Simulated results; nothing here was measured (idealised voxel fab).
Title: Process Module voxel self aligned vias
Each square cell in cross-section cut measures 5 nm, and the section as a whole is 175 nm wide.
Bands, listed from the top down, are how a cross-section gets written in this document; the cross-section itself is a grid of square cells, and a band is one or more rows of them.
Heights first: top, then bottom, in nm. Then materials, left to right, each with a width in nm. "throughout" on a single material: fills the band edge to edge. "empty": empty space.
Convention: height 0 is the level below which the wafer, as received, is all one material. The lowest band does not terminate at the bottom but continues downward, represented as "0 -> down".
The two numbers in a width such as "30->40" mark its ends across the band: the first belongs to the top row of cells, the second to the bottom row, and from each row to the next the width moves by the same amount.
"nothing different" for a step: no cell of the cross-section changed in that step.
Any empty space of 8 cells or more lacking an open way to the top shows up in "Sealed internal voids" as width x height at distance, distance from the left edge, in nm.
Anything after a step's settings on that line? It's the simulator's own note about the step.
When a step includes a mask, the "overlay nm" setting on its line states how far to the right of its planned place that mask lay, and negative values state how far to the left.

## This section lists the process steps that were planned
| 1 | RECEIVE: material Si |
| 2 | CONFORMAL_DEP: material SiO2, thk nm 10 |
| 3 | CONFORMAL_DEP: material SiCN, thk nm 5 |
| 4 | DIRECTIONAL_DEP: material lowk, thk nm 30 |
| 5 | PATTERN: tone open, mask id LINES, material resist, width nm 30, pitch nm 65, thk nm 15, overlay nm 0 |
| 6 | DIRECTIONAL_ETCH: etch materials lowk, depth nm 30 |
| 7 | STRIP: etch materials resist |
| 8 | CONFORMAL_DEP: material TiN, thk nm 5 |
| 9 | FILL_DEP: material W, thk nm 10 |
| 10 | CMP: height nm 45 |
| 11 | SELECTIVE_ETCH: etch materials W Ru TiN, depth nm 10 |
| 12 | FILL_DEP: material SiN, thk nm 5 |
| 13 | CMP: height nm 45 |
| 14 | DIRECTIONAL_DEP: material lowk, thk nm 20 |
| 15 | PATTERN: tone open, mask id VIAS, material resist, width nm 40, thk nm 20, overlay nm 0 |
| 16 | DIRECTIONAL_ETCH: etch materials lowk, depth nm 20 |
| 17 | DIRECTIONAL_ETCH: etch materials SiN, depth nm 10 |
| 18 | STRIP: etch materials resist |
| 19 | CONFORMAL_DEP: material TiN, thk nm 5 |
| 20 | FILL_DEP: material Cu, thk nm 10 |
| 21 | CMP: height nm 65 |
| 22 | CONFORMAL_DEP: material SiN, thk nm 5 |

## Delivered wafer in cross-section: state after step 1
	0 -> down  Si throughout
	Sealed internal voids: none

## Figure: cross-sectional view of the wafer upon completion of the module, processed from the initial state and according to the plan depicted above, with one error introduced during execution
	70 -> 65  SiN throughout
	65 -> 50  30 nm Cu; 5 nm TiN; 40 nm lowk; 5 nm TiN; 95 nm Cu
	50 -> 45  35 nm TiN; 40 nm lowk; 35 nm TiN; 20 nm Cu; 45 nm TiN
	45 -> 40  40 nm lowk; 30 nm SiN; 35 nm lowk; 5 nm TiN; 20 nm Cu; 5 nm TiN; 40 nm lowk
	40 -> 35  40 nm lowk; 30 nm SiN; 35 nm lowk; 30 nm TiN; 40 nm lowk
	35 -> 20  40 nm lowk; 5 nm TiN; 20 nm W; 5 nm TiN; 35 nm lowk; 5 nm TiN; 20 nm W; 5 nm TiN; 40 nm lowk
	20 -> 15  40 nm lowk; 30 nm TiN; 35 nm lowk; 30 nm TiN; 40 nm lowk
	15 -> 10  SiCN throughout
	10 -> 0  SiO2 throughout
	0 -> down  Si throughout
	Sealed internal voids: none
Which mistake was made when the wafer was run? contrary to plan, step 15 was performed as PATTERN: tone cover, mask id VIAS, material resist, width nm 40, thk nm 20, overlay nm 0
